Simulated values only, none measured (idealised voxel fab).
Presented below is a process module, voxel self aligned vias.
Cross-sectional view cut (width: 285 nm; square cell size: 5 nm).
For the purposes of this document, a cross-section shall be understood as a grid of square cells, specified as bands listed in top-to-bottom order, each band consisting of one or more rows of cells.
Heads up on the band format: heights come first, top then bottom, in nm. After that it's the materials left to right, each with its width in nm. A single material flagged "throughout" fills the whole band edge to edge, and "blank" means there's empty space there.
Height reference: 0 = level under which incoming wafer is all one material. Lowest band: no bottom, runs on downward, e.g. "top 0, no bottom".
Graded width ("30->40"): value in top row of band = first number; value in bottom row = second number; row-to-row change constant.
Where the words "remained the same" appear for a step, the cross-section shows no cell changed by that step; every cell remained as before.
Listed in "Sealed-off cavities": every empty space of 8 or more cells without an open way to the top. Form: width x height at distance, the distance being from the left edge, all in nm.
If you see something after the settings on a step's line, that's the simulator's own remark about that step.
overlay nm: mask right of planned place by this much (step with mask). Neg. = left.
Process steps - plan:
1: RECEIVE: material Si
2: CONFORMAL_DEP: material SiO2, thk nm 15
3: CONFORMAL_DEP: material SiCN, thk nm 5
4: DIRECTIONAL_DEP: material SiO2, thk nm 25
5: DIRECTIONAL_DEP: material aC, thk nm 10
6: PATTERN: tone open, mask id LINES, material resist, width nm 25, pitch nm 65, thk nm 25, overlay nm 0
7: DIRECTIONAL_ETCH: etch materials aC, depth nm 10
8: STRIP: etch materials resist
9: DIRECTIONAL_ETCH: etch materials SiO2, depth nm 25
10: STRIP: etch materials aC
11: CONFORMAL_DEP: material TiN, thk nm 5
12: FILL_DEP: material Ru, thk nm 5
13: CMP: height nm 45
14: SELECTIVE_ETCH: etch materials W Ru TiN, depth nm 10
15: FILL_DEP: material SiN, thk nm 10
16: CMP: height nm 45
17: DIRECTIONAL_DEP: material SiO2, thk nm 20
18: PATTERN: tone open, mask id VIAS, material resist, width nm 45, pitch nm 130, thk nm 15, overlay nm 0
19: DIRECTIONAL_ETCH: etch materials SiO2, depth nm 20
20: DIRECTIONAL_ETCH: etch materials SiN, depth nm 10
21: STRIP: etch materials resist
22: CONFORMAL_DEP: material TiN, thk nm 5
23: FILL_DEP: material Cu, thk nm 10
24: CMP: height nm 65
25: CONFORMAL_DEP: material SiCN, thk nm 5
Cross-section of the wafer upon arrival, representing the state reached after step 1:
	top 0, no bottom: Si throughout
	Sealed-off cavities: none
Result of the module, cross-sectioned: start per above, plan per above, one error in how it was run:
	top 70, bottom 65: SiCN throughout
	top 65, bottom 50: SiO2=55, then TiN=5, then Cu=35, then TiN=5, then SiO2=85, then TiN=5, then Cu=35, then TiN=5, then SiO2=55
	top 50, bottom 45: SiO2=55, then TiN=45, then SiO2=85, then TiN=45, then SiO2=55
	top 45, bottom 40: SiCN throughout
	top 40, bottom 0: SiO2 throughout
	top 0, no bottom: Si throughout
	Sealed-off cavities: none
Processing error: the run placed steps 3 and 4 each in the position the plan gave to the other
